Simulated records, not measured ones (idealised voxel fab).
The name of this process module is voxel tone inversion.
This is section cut - it's 175 nm across, gridded in 5 nm square cells.
Cross-section = grid of square cells, listed top down in bands; band = one or more rows. Look at the band entry: it leads with the top's height and the bottom's height in nm. Then it lists the materials left to right, with a width in nm for each. The word "throughout" on a single material says that material fills the band edge to edge. The word "empty" is empty space. Heights are measured from 0, the level below which the as-received wafer is all one material; the lowest band has no bottom and continues downward, written as in "0 and below". A width given as "30 to 40" starts at the first number in the band's top row and ends at the second number in its bottom row, shifting by an equal amount at every step from row to row. Key: "no alterations made" - step with no changed cell in the cross-section. "Enclosed internal cavities": empty spaces of 8 cells or more with no open way to the top, each given as width x height at distance, distance from the left edge, all in nm. What comes after the settings on a step's line is commentary from the simulator itself on that step. overlay nm: mask right of planned place by this much (step with mask). Neg. = left.

### The steps planned for the process are as follows
1) RECEIVE,material Si
2) CONFORMAL_DEP,material SiCN,thk nm 5
3) DIRECTIONAL_DEP,material aC,thk nm 25
4) PATTERN,tone cover,mask id POSTS,material resist,width nm 20,pitch nm 40,thk nm 30,overlay nm 0
5) DIRECTIONAL_ETCH,etch materials aC,depth nm 25
6) STRIP,etch materials resist
7) FILL_DEP,material lowk,thk nm 5
8) CMP,height nm 30
9) STRIP,etch materials aC

### Received-state cross-section, reflecting completion of step 1
0 and below  Si throughout
Enclosed internal cavities: none

### End-of-module XS, first of two wafers, run as planned
30 down to 5  lowk=55, then empty=20, then lowk=20, then empty=20, then lowk=60
5 down to 0  SiCN throughout
0 and below  Si throughout
Enclosed internal cavities: none

### second wafer at the end: like start, like plan, one mistake
30 down to 25  lowk throughout
25 down to 0  lowk=55, then aC=20, then lowk=20, then aC=20, then lowk=60
0 and below  Si throughout
Enclosed internal cavities: none
Short version of what went wrong: with respect to the plan, step 2 was omitted and not executed
Upon completion, the second wafer contains, in terms of cells, a greater or smaller amount of certain materials than the first wafer: 35 fewer of SiCN; 40 more of aC; 35 more of lowk
